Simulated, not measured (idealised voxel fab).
Process module, titled voxel gate over fins
Each square cell in cross-section cut measures 5 nm, and the section as a whole is 250 nm wide.
Each cross-section below is a grid of square cells, stated as bands in top-down order, with one or more rows of cells making up each band.
Top, bottom (nm), then materials left to right with widths (nm); lone material tagged "full width" fills the whole band edge to edge; "blank" = empty space.
Where do heights start? At 0: under that level the wafer as delivered is made of one material only. And the lowest band has no floor; it just carries on downward, as in "0 down".
Width "30->40": first value at the band's top row of cells, second value at its bottom row, equal change from row to row.
"left unchanged", as given for a step, is the statement that not any cell of the cross-section underwent a change during that step.
This entry, "Voids, sealed", enumerates those empty regions of no fewer than 8 cells that possess no open connection to the top. Each region is reported in the form width x height at distance, the distance being taken from the left edge, with all three quantities expressed in nm.
Where a step's line continues beyond its settings, the continuation is a remark by the simulator itself on that step.
You can add "overlay nm" to a step's line. For a step with a mask, it describes how far the mask lay to the right of its planned position, and a negative number describes a lay to the left.

# Below is the list of planned process steps
1: RECEIVE [material Si]
2: CONFORMAL_DEP [material SiN] [thk nm 10]
3: DIRECTIONAL_DEP [material aC] [thk nm 15]
4: PATTERN [tone cover] [mask id FINS] [material resist] [width nm 15] [pitch nm 55] [thk nm 35] [overlay nm 0]
5: DIRECTIONAL_ETCH [etch materials aC] [depth nm 15]
6: STRIP [etch materials resist]
7: DIRECTIONAL_ETCH [etch materials SiN] [depth nm 10]
8: DIRECTIONAL_ETCH [etch materials Si] [depth nm 30]
9: STRIP [etch materials aC]
10: OXIDIZE [depth nm 5]
11: FILL_DEP [material SiO2] [thk nm 10]
12: CMP [height nm 10]
13: DIRECTIONAL_DEP [material aC] [thk nm 15]
14: PATTERN [tone open] [mask id RAIL] [material resist] [width nm 15] [thk nm 30] [overlay nm 0]
15: DIRECTIONAL_ETCH [etch materials aC] [depth nm 15]
16: STRIP [etch materials resist]
17: DIRECTIONAL_ETCH [etch materials SiO2] [depth nm 35]
18: STRIP [etch materials aC]
19: CONFORMAL_DEP [material TiN] [thk nm 5]
20: FILL_DEP [material Ru] [thk nm 5]
21: CMP [height nm 10]
22: SELECTIVE_ETCH [etch materials W Ru TiN] [depth nm 30]
23: FILL_DEP [material SiO2] [thk nm 5]
24: CMP [height nm 10]
25: SELECTIVE_ETCH [etch materials SiO2] [depth nm 20]
26: STRIP [etch materials SiN]
27: CONFORMAL_DEP [material HfO2] [thk nm 5]
28: CONFORMAL_DEP [material TiN] [thk nm 5]
29: FILL_DEP [material W] [thk nm 15]
30: CMP [height nm 20]
31: CONFORMAL_DEP [material SiN] [thk nm 10]

# First of two wafers, with the run carried out as planned

# This is the cross-section of the wafer as we received it, i.e. after step 1
	0 down = Si full width
	Voids, sealed: none

# Sectional view: wafer, after step 2
	10 to 0 = SiN full width
	Rest of section, below 0: as before.

# Sectional view: wafer, after step 3
	25 to 10 = aC full width
	Rest of section, below 10: as before.

# Sectional view: wafer, after step 4
	60 to 25 = 90 nm blank | 15 nm resist | 40 nm blank | 15 nm resist | 90 nm blank
	Rest of section, below 25: as before.

# Sectional view: wafer, after step 5
	45 to 25 = 90 nm blank | 15 nm resist | 40 nm blank | 15 nm resist | 90 nm blank
	25 to 10 = 90 nm blank | 15 nm aC | 40 nm blank | 15 nm aC | 90 nm blank
	Rest of section, below 10: as before.

# Sectional view: wafer, after step 6
	25 to 10 = 90 nm blank | 15 nm aC | 40 nm blank | 15 nm aC | 90 nm blank
	Rest of section, below 10: as before.

# Sectional view: wafer, after step 7
	25 to 10 = 90 nm blank | 15 nm aC | 40 nm blank | 15 nm aC | 90 nm blank
	10 to 0 = 90 nm blank | 15 nm SiN | 40 nm blank | 15 nm SiN | 90 nm blank
	Rest of section, below 0: as before.

# Sectional view: wafer, after step 8
	25 to 10 = 90 nm blank | 15 nm aC | 40 nm blank | 15 nm aC | 90 nm blank
	10 to 0 = 90 nm blank | 15 nm SiN | 40 nm blank | 15 nm SiN | 90 nm blank
	0 to -30 = 90 nm blank | 15 nm Si | 40 nm blank | 15 nm Si | 90 nm blank
	Rest of section, below -30: as before.

# Sectional view: wafer, after step 9
	10 to 0 = 90 nm blank | 15 nm SiN | 40 nm blank | 15 nm SiN | 90 nm blank
	Rest of section, below 0: as before.

# Sectional view: wafer, after step 10
	10 to 0 = 90 nm blank | 15 nm SiN | 40 nm blank | 15 nm SiN | 90 nm blank
	0 to -30 = 90 nm blank | 5 nm SiO2 | 5 nm Si | 5 nm SiO2 | 40 nm blank | 5 nm SiO2 | 5 nm Si | 5 nm SiO2 | 90 nm blank
	-30 to -35 = 95 nm SiO2 | 5 nm Si | 50 nm SiO2 | 5 nm Si | 95 nm SiO2
	Rest of section, below -35: as before.

# Sectional view: wafer, after step 11
	20 to 10 = SiO2 full width
	10 to 0 = 90 nm SiO2 | 15 nm SiN | 40 nm SiO2 | 15 nm SiN | 90 nm SiO2
	0 to -35 = 95 nm SiO2 | 5 nm Si | 50 nm SiO2 | 5 nm Si | 95 nm SiO2
	Rest of section, below -35: as before.

# Sectional view: wafer, after step 12
	10 to 0 = 90 nm SiO2 | 15 nm SiN | 40 nm SiO2 | 15 nm SiN | 90 nm SiO2
	Rest of section, below 0: as before.

# Sectional view: wafer, after step 13
	25 to 10 = aC full width
	Rest of section, below 10: as before.

# Sectional view: wafer, after step 14
	55 to 25 = 115 nm resist | 15 nm blank | 120 nm resist
	Rest of section, below 25: as before.

# Sectional view: wafer, after step 15
	40 to 25 = 115 nm resist | 15 nm blank | 120 nm resist
	25 to 10 = 115 nm aC | 15 nm blank | 120 nm aC
	Rest of section, below 10: as before.

# Sectional view: wafer, after step 16
	25 to 10 = 115 nm aC | 15 nm blank | 120 nm aC
	Rest of section, below 10: as before.

# Sectional view: wafer, after step 17
	25 to 10 = 115 nm aC | 15 nm blank | 120 nm aC
	10 to 0 = 90 nm SiO2 | 15 nm SiN | 10 nm SiO2 | 15 nm blank | 15 nm SiO2 | 15 nm SiN | 90 nm SiO2
	0 to -25 = 95 nm SiO2 | 5 nm Si | 15 nm SiO2 | 15 nm blank | 20 nm SiO2 | 5 nm Si | 95 nm SiO2
	Rest of section, below -25: as before.

# Sectional view: wafer, after step 18
	10 to 0 = 90 nm SiO2 | 15 nm SiN | 10 nm SiO2 | 15 nm blank | 15 nm SiO2 | 15 nm SiN | 90 nm SiO2
	Rest of section, below 0: as before.

# Sectional view: wafer, after step 19
	15 to 10 = 120 nm TiN | 5 nm blank | 125 nm TiN
	10 to 0 = 90 nm SiO2 | 15 nm SiN | 10 nm SiO2 | 5 nm TiN | 5 nm blank | 5 nm TiN | 15 nm SiO2 | 15 nm SiN | 90 nm SiO2
	0 to -20 = 95 nm SiO2 | 5 nm Si | 15 nm SiO2 | 5 nm TiN | 5 nm blank | 5 nm TiN | 20 nm SiO2 | 5 nm Si | 95 nm SiO2
	-20 to -25 = 95 nm SiO2 | 5 nm Si | 15 nm SiO2 | 15 nm TiN | 20 nm SiO2 | 5 nm Si | 95 nm SiO2
	Rest of section, below -25: as before.

# Sectional view: wafer, after step 20
	20 to 15 = Ru full width
	15 to 10 = 120 nm TiN | 5 nm Ru | 125 nm TiN
	10 to 0 = 90 nm SiO2 | 15 nm SiN | 10 nm SiO2 | 5 nm TiN | 5 nm Ru | 5 nm TiN | 15 nm SiO2 | 15 nm SiN | 90 nm SiO2
	0 to -20 = 95 nm SiO2 | 5 nm Si | 15 nm SiO2 | 5 nm TiN | 5 nm Ru | 5 nm TiN | 20 nm SiO2 | 5 nm Si | 95 nm SiO2
	Rest of section, below -20: as before.

# Sectional view: wafer, after step 21
	10 to 0 = 90 nm SiO2 | 15 nm SiN | 10 nm SiO2 | 5 nm TiN | 5 nm Ru | 5 nm TiN | 15 nm SiO2 | 15 nm SiN | 90 nm SiO2
	Rest of section, below 0: as before.

# Sectional view: wafer, after step 22
	10 to 0 = 90 nm SiO2 | 15 nm SiN | 10 nm SiO2 | 15 nm blank | 15 nm SiO2 | 15 nm SiN | 90 nm SiO2
	0 to -20 = 95 nm SiO2 | 5 nm Si | 15 nm SiO2 | 15 nm blank | 20 nm SiO2 | 5 nm Si | 95 nm SiO2
	Rest of section, below -20: as before.

# Sectional view: wafer, after step 23
	15 to 10 = SiO2 full width
	10 to 0 = 90 nm SiO2 | 15 nm SiN | 40 nm SiO2 | 15 nm SiN | 90 nm SiO2
	0 to -20 = 95 nm SiO2 | 5 nm Si | 50 nm SiO2 | 5 nm Si | 95 nm SiO2
	Rest of section, below -20: as before.

# Sectional view: wafer, after step 24
	10 to 0 = 90 nm SiO2 | 15 nm SiN | 40 nm SiO2 | 15 nm SiN | 90 nm SiO2
	Rest of section, below 0: as before.

# Sectional view: wafer, after step 25
	10 to 0 = 90 nm blank | 15 nm SiN | 40 nm blank | 15 nm SiN | 90 nm blank
	0 to -10 = 95 nm blank | 5 nm Si | 50 nm blank | 5 nm Si | 95 nm blank
	Rest of section, below -10: as before.

# Sectional view: wafer, after step 26
	0 to -10 = 95 nm blank | 5 nm Si | 50 nm blank | 5 nm Si | 95 nm blank
	Rest of section, below -10: as before.

# Sectional view: wafer, after step 27
	5 to 0 = 90 nm blank | 15 nm HfO2 | 40 nm blank | 15 nm HfO2 | 90 nm blank
	0 to -5 = 90 nm blank | 5 nm HfO2 | 5 nm Si | 5 nm HfO2 | 40 nm blank | 5 nm HfO2 | 5 nm Si | 5 nm HfO2 | 90 nm blank
	-5 to -10 = 95 nm HfO2 | 5 nm Si | 50 nm HfO2 | 5 nm Si | 95 nm HfO2
	Rest of section, below -10: as before.

# Sectional view: wafer, after step 28
	10 to 5 = 85 nm blank | 25 nm TiN | 30 nm blank | 25 nm TiN | 85 nm blank
	5 to 0 = 85 nm blank | 5 nm TiN | 15 nm HfO2 | 5 nm TiN | 30 nm blank | 5 nm TiN | 15 nm HfO2 | 5 nm TiN | 85 nm blank
	0 to -5 = 90 nm TiN | 5 nm HfO2 | 5 nm Si | 5 nm HfO2 | 40 nm TiN | 5 nm HfO2 | 5 nm Si | 5 nm HfO2 | 90 nm TiN
	Rest of section, below -5: as before.

# Sectional view: wafer, after step 29
	25 to 10 = W full width
	10 to 5 = 85 nm W | 25 nm TiN | 30 nm W | 25 nm TiN | 85 nm W
	5 to 0 = 85 nm W | 5 nm TiN | 15 nm HfO2 | 5 nm TiN | 30 nm W | 5 nm TiN | 15 nm HfO2 | 5 nm TiN | 85 nm W
	Rest of section, below 0: as before.

# Sectional view: wafer, after step 30
	20 to 10 = W full width
	Rest of section, below 10: as before.

# Sectional view: wafer, after step 31
	30 to 20 = SiN full width
	Rest of section, below 20: as before.

# For the second wafer, take the first wafer's start and plan, then add one mistake made in running it; everything through step 13, that step included, is shared with the first

# Cross-section of the second wafer at the time by which step 14 should have been completed according to the plan
	55 to 25 = 120 nm resist | 15 nm blank | 115 nm resist
	Rest of section, below 25: as before.

# Cross-section of the second wafer at the time by which step 15 should have been completed according to the plan
	40 to 25 = 120 nm resist | 15 nm blank | 115 nm resist
	25 to 10 = 120 nm aC | 15 nm blank | 115 nm aC
	Rest of section, below 10: as before.

# Cross-section of the second wafer at the time by which step 16 should have been completed according to the plan
	25 to 10 = 120 nm aC | 15 nm blank | 115 nm aC
	Rest of section, below 10: as before.

# Cross-section of the second wafer at the time by which step 17 should have been completed according to the plan
	25 to 10 = 120 nm aC | 15 nm blank | 115 nm aC
	10 to 0 = 90 nm SiO2 | 15 nm SiN | 15 nm SiO2 | 15 nm blank | 10 nm SiO2 | 15 nm SiN | 90 nm SiO2
	0 to -25 = 95 nm SiO2 | 5 nm Si | 20 nm SiO2 | 15 nm blank | 15 nm SiO2 | 5 nm Si | 95 nm SiO2
	Rest of section, below -25: as before.

# Cross-section of the second wafer at the time by which step 18 should have been completed according to the plan
	10 to 0 = 90 nm SiO2 | 15 nm SiN | 15 nm SiO2 | 15 nm blank | 10 nm SiO2 | 15 nm SiN | 90 nm SiO2
	Rest of section, below 0: as before.

# Cross-section of the second wafer at the time by which step 19 should have been completed according to the plan
	15 to 10 = 125 nm TiN | 5 nm blank | 120 nm TiN
	10 to 0 = 90 nm SiO2 | 15 nm SiN | 15 nm SiO2 | 5 nm TiN | 5 nm blank | 5 nm TiN | 10 nm SiO2 | 15 nm SiN | 90 nm SiO2
	0 to -20 = 95 nm SiO2 | 5 nm Si | 20 nm SiO2 | 5 nm TiN | 5 nm blank | 5 nm TiN | 15 nm SiO2 | 5 nm Si | 95 nm SiO2
	-20 to -25 = 95 nm SiO2 | 5 nm Si | 20 nm SiO2 | 15 nm TiN | 15 nm SiO2 | 5 nm Si | 95 nm SiO2
	Rest of section, below -25: as before.

# Cross-section of the second wafer at the time by which step 20 should have been completed according to the plan
	20 to 15 = Ru full width
	15 to 10 = 125 nm TiN | 5 nm Ru | 120 nm TiN
	10 to 0 = 90 nm SiO2 | 15 nm SiN | 15 nm SiO2 | 5 nm TiN | 5 nm Ru | 5 nm TiN | 10 nm SiO2 | 15 nm SiN | 90 nm SiO2
	0 to -20 = 95 nm SiO2 | 5 nm Si | 20 nm SiO2 | 5 nm TiN | 5 nm Ru | 5 nm TiN | 15 nm SiO2 | 5 nm Si | 95 nm SiO2
	Rest of section, below -20: as before.

# Cross-section of the second wafer at the time by which step 21 should have been completed according to the plan
	10 to 0 = 90 nm SiO2 | 15 nm SiN | 15 nm SiO2 | 5 nm TiN | 5 nm Ru | 5 nm TiN | 10 nm SiO2 | 15 nm SiN | 90 nm SiO2
	Rest of section, below 0: as before.

# Cross-section of the second wafer at the time by which step 22 should have been completed according to the plan
	10 to 0 = 90 nm SiO2 | 15 nm SiN | 15 nm SiO2 | 15 nm blank | 10 nm SiO2 | 15 nm SiN | 90 nm SiO2
	0 to -20 = 95 nm SiO2 | 5 nm Si | 20 nm SiO2 | 15 nm blank | 15 nm SiO2 | 5 nm Si | 95 nm SiO2
	Rest of section, below -20: as before.

# Cross-section of the second wafer at the time by which step 23 should have been completed according to the plan
	15 to 10 = SiO2 full width
	10 to 0 = 90 nm SiO2 | 15 nm SiN | 40 nm SiO2 | 15 nm SiN | 90 nm SiO2
	0 to -20 = 95 nm SiO2 | 5 nm Si | 50 nm SiO2 | 5 nm Si | 95 nm SiO2
	Rest of section, below -20: as before.

# Cross-section of the second wafer at the time by which step 24 should have been completed according to the plan
	10 to 0 = 90 nm SiO2 | 15 nm SiN | 40 nm SiO2 | 15 nm SiN | 90 nm SiO2
	Rest of section, below 0: as before.

# Cross-section of the second wafer at the time by which step 25 should have been completed according to the plan
	10 to 0 = 90 nm blank | 15 nm SiN | 40 nm blank | 15 nm SiN | 90 nm blank
	0 to -10 = 95 nm blank | 5 nm Si | 50 nm blank | 5 nm Si | 95 nm blank
	Rest of section, below -10: as before.

# Cross-section of the second wafer at the time by which step 26 should have been completed according to the plan
	0 to -10 = 95 nm blank | 5 nm Si | 50 nm blank | 5 nm Si | 95 nm blank
	Rest of section, below -10: as before.

# Cross-section of the second wafer at the time by which step 27 should have been completed according to the plan
	5 to 0 = 90 nm blank | 15 nm HfO2 | 40 nm blank | 15 nm HfO2 | 90 nm blank
	0 to -5 = 90 nm blank | 5 nm HfO2 | 5 nm Si | 5 nm HfO2 | 40 nm blank | 5 nm HfO2 | 5 nm Si | 5 nm HfO2 | 90 nm blank
	-5 to -10 = 95 nm HfO2 | 5 nm Si | 50 nm HfO2 | 5 nm Si | 95 nm HfO2
	Rest of section, below -10: as before.

# Cross-section of the second wafer at the time by which step 28 should have been completed according to the plan
	10 to 5 = 85 nm blank | 25 nm TiN | 30 nm blank | 25 nm TiN | 85 nm blank
	5 to 0 = 85 nm blank | 5 nm TiN | 15 nm HfO2 | 5 nm TiN | 30 nm blank | 5 nm TiN | 15 nm HfO2 | 5 nm TiN | 85 nm blank
	0 to -5 = 90 nm TiN | 5 nm HfO2 | 5 nm Si | 5 nm HfO2 | 40 nm TiN | 5 nm HfO2 | 5 nm Si | 5 nm HfO2 | 90 nm TiN
	Rest of section, below -5: as before.

# Cross-section of the second wafer at the time by which step 29 should have been completed according to the plan
	25 to 10 = W full width
	10 to 5 = 85 nm W | 25 nm TiN | 30 nm W | 25 nm TiN | 85 nm W
	5 to 0 = 85 nm W | 5 nm TiN | 15 nm HfO2 | 5 nm TiN | 30 nm W | 5 nm TiN | 15 nm HfO2 | 5 nm TiN | 85 nm W
	Rest of section, below 0: as before.

# Cross-section of the second wafer at the time by which step 30 should have been completed according to the plan
	20 to 10 = W full width
	Rest of section, below 10: as before.

# Cross-section of the second wafer at the time by which step 31 should have been completed according to the plan
	30 to 20 = SiN full width
	Rest of section, below 20: as before.
Where did the run depart from the plan? step 14 did not use the planned setting and instead ran as PATTERN [tone open] [mask id RAIL] [material resist] [width nm 15] [thk nm 30] [overlay nm 5]
at the end the second wafer has, in cells: as many of each material as the first, in other places
